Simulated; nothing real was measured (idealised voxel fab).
The following is a process module called voxel gate over fins.
Square cell edge 5 nm, section width 220 nm, ID cut.
When this document writes out a cross-section, it uses a grid of square cells and lists it as bands, beginning at the top and moving down, with a band standing for one or more rows of cells.
Within each band entry, the heights of the top and of the bottom of the band appear first, in that order and in nm; the materials of the band then follow from left to right, each with its corresponding width in nm. The designation "edge to edge" on a single material indicates that it fills the band from edge to edge; the designation "empty" indicates empty space.
Height datum 0, below which the as-received substrate wafer is one material. Lowest band open at the bottom, running downward: "0 and below".
Per-row width for "30..40": begins at first number (top row of band), ends at second number (bottom row), increment between rows held constant.
Reading "nothing got changed" for a step: not a cell of the cross-section changed in it.
Look at "Voids lacking openings" for the closed voids: empty spaces with no open path to the top, sized 8 cells or up. Each is width x height at distance, distance from the left edge, all nm.
Heads up: the bit after the settings on a step's line is the simulator's remark on that step.
Regarding "overlay nm": on a step with a mask, it is the distance the mask lay to the right of its planned place; a negative value places it to the left.

[Intended process steps]
1 RECEIVE, material Si
2 CONFORMAL_DEP, material SiN, thk nm 5
3 DIRECTIONAL_DEP, material aC, thk nm 10
4 PATTERN, tone cover, mask id FINS, material resist, width nm 15, pitch nm 40, thk nm 25, overlay nm 0
5 DIRECTIONAL_ETCH, etch materials aC, depth nm 10
6 STRIP, etch materials resist
7 DIRECTIONAL_ETCH, etch materials SiN, depth nm 5
8 DIRECTIONAL_ETCH, etch materials Si, depth nm 30
9 STRIP, etch materials aC
10 FILL_DEP, material SiO2, thk nm 10
11 CMP, height nm 5
12 SELECTIVE_ETCH, etch materials SiO2, depth nm 20
13 STRIP, etch materials SiN
14 CONFORMAL_DEP, material HfO2, thk nm 5
15 CONFORMAL_DEP, material TiN, thk nm 5
16 FILL_DEP, material W, thk nm 15
17 CMP, height nm 20
18 CONFORMAL_DEP, material SiN, thk nm 5

[Cross-section of the wafer upon arrival, representing the state reached after step 1]
> 0 and below  Si edge to edge
> Voids lacking openings: none

[Module complete, cross-section. Starting point and plan per above. One mistake made in running the module]
> 25 down to 20  SiN edge to edge
> 20 down to 10  W edge to edge
> 10 down to 5  65 of W; 85 of TiN; 70 of W
> 5 down to 0  65 of W; 5 of TiN; 35 of HfO2; 5 of TiN; 35 of HfO2; 5 of TiN; 70 of W
> 0 down to -5  65 of W; 5 of TiN; 5 of HfO2; 25 of Si; 5 of HfO2; 5 of TiN; 5 of HfO2; 25 of Si; 5 of HfO2; 5 of TiN; 70 of W
> -5 down to -10  70 of TiN; 5 of HfO2; 25 of Si; 5 of HfO2; 5 of TiN; 5 of HfO2; 25 of Si; 5 of HfO2; 75 of TiN
> -10 down to -15  75 of HfO2; 25 of Si; 15 of HfO2; 25 of Si; 80 of HfO2
> -15 down to -30  75 of SiO2; 25 of Si; 15 of SiO2; 25 of Si; 80 of SiO2
> -30 and below  Si edge to edge
> Voids lacking openings: none
Want to know what went wrong? step 4 went in with a setting other than planned; the actual run was PATTERN, tone cover, mask id FINS, material resist, width nm 25, pitch nm 40, thk nm 25, overlay nm 0
